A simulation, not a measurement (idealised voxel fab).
Herein follows the process module entitled voxel plated lines.
In the cross-section labelled cut, the width is 255 nm and each square cell is 5 nm.
Format of a cross-section: grid, square cells. Given as bands. Order: top down. Band: one or more rows of cells.
A band entry consists of two parts. The first gives the height of the band's top and the height of its bottom, in nm. The rest lists the band's materials from left to right, each with its width in nm. A single material labelled with the word "edge to edge" fills the band from edge to edge, and the word "air" marks empty space.
It should be noted that heights are counted from 0, beneath which the wafer as supplied is of one material throughout, and that the lowest band possesses no lower boundary but continues downward, as written in "from 0 down".
Note: "30..40" means the width goes from the first number (top row of the band) to the second number (bottom row) in equal steps per row of cells.
Any step labelled "stayed the same" changed none of the cells in the cross-section.
The entry titled "Closed cavity list" provides the empty spaces that have no open way to the top, restricted to those of 8 cells or more. Each is presented as width x height at distance, the distance being measured from the left edge, with all three in nm.
Whatever follows a step's settings on its line is a remark the simulator itself makes about that step.
"overlay nm" answers the question of how far to the right of plan the mask lay on a step that has a mask, and when it is negative the answer is to the left.
**Below is the list of planned process steps**
- 1: RECEIVE | material Si
- 2: CONFORMAL_DEP | material Al2O3 | thk nm 10
- 3: DIRECTIONAL_DEP | material TiN | thk nm 5
- 4: PATTERN | tone open | mask id LINES | material resist | width nm 20 | pitch nm 50 | thk nm 20 | overlay nm 0
- 5: EPI | material Ru | thk nm 5
- 6: STRIP | etch materials resist
- 7: DIRECTIONAL_ETCH | etch materials TiN | depth nm 5
- 8: CONFORMAL_DEP | material SiCN | thk nm 5
**Cross-section of the wafer upon arrival, representing the state reached after step 1**
from 0 down = Si edge to edge
Closed cavity list: none
**Starting wafer: above. Plan: above. Run: one mistake. Cross-section after the module: below**
from 25 to 20 = SiCN 95 | air 10 | SiCN 40 | air 10 | SiCN 100
from 20 to 15 = Ru 90 | SiCN 5 | air 10 | SiCN 5 | Ru 30 | SiCN 5 | air 10 | SiCN 5 | Ru 95
from 15 to 10 = TiN 90 | SiCN 20 | TiN 30 | SiCN 20 | TiN 95
from 10 to 0 = Al2O3 edge to edge
from 0 down = Si edge to edge
Closed cavity list: none
Heads up, the wafer didn't run the way we planned it: step 4 changed vs plan, executed as PATTERN | tone cover | mask id LINES | material resist | width nm 20 | pitch nm 50 | thk nm 20 | overlay nm 0
